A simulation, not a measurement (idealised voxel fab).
The document below concerns the process module designated voxel tone inversion.
It is cross-section cut that appears here, measuring 180 nm in width, its square cells being 5 nm in size.
Heads up, the way a cross-section reads in here is a grid of square cells, handed over as bands from the top down, with every band being one or more rows of cells.
Top, bottom (nm), then materials left to right with widths (nm); lone material tagged "everywhere" fills the whole band edge to edge; "blank" = empty space.
Height is counted from the level 0, under which the received wafer is composed throughout of one material. The lowest of the bands is not closed at the bottom but continues downward, in the notation "from 0 down".
With a width like "30->40", each row of cells in the band differs from the next by the same amount, the top row carrying the first number and the bottom row the second.
A step reported as "remained the same" is a step in which no cell of the cross-section changed.
Heads up: "Closed void entries" only lists the empty pockets with no open path to the top that are 8 cells or more, and it writes them as width x height at distance, distance from the left edge, in nm.
On a step's line, text after the settings is the simulator commenting on that step.
"overlay nm" denotes, for a step that has a mask, the displacement of the mask to the right of its planned place, with negative values corresponding to the left.

The steps planned for the process are as follows
step 1: RECEIVE [material Si]
step 2: CONFORMAL_DEP [material SiCN] [thk nm 5]
step 3: DIRECTIONAL_DEP [material aC] [thk nm 15]
step 4: PATTERN [tone cover] [mask id POSTS] [material resist] [width nm 15] [pitch nm 45] [thk nm 25] [overlay nm 0]
step 5: DIRECTIONAL_ETCH [etch materials aC] [depth nm 15]
step 6: STRIP [etch materials resist]
step 7: FILL_DEP [material SiO2] [thk nm 10]
step 8: CMP [height nm 20]
step 9: STRIP [etch materials aC]

As-received wafer cross-section (after step 1)
- from 0 down  Si everywhere
- Closed void entries: none

One mistake in running the module, otherwise start and plan as above: cross-section at the end
- from 20 to 5  blank: 60 | SiO2: 15 | blank: 30 | SiO2: 15 | blank: 60
- from 5 to 0  SiCN everywhere
- from 0 down  Si everywhere
- Closed void entries: none
What broke from the plan during processing? the process deviated at step 4: the operation and settings actually run there were PATTERN [tone open] [mask id POSTS] [material resist] [width nm 15] [pitch nm 45] [thk nm 25] [overlay nm 0]
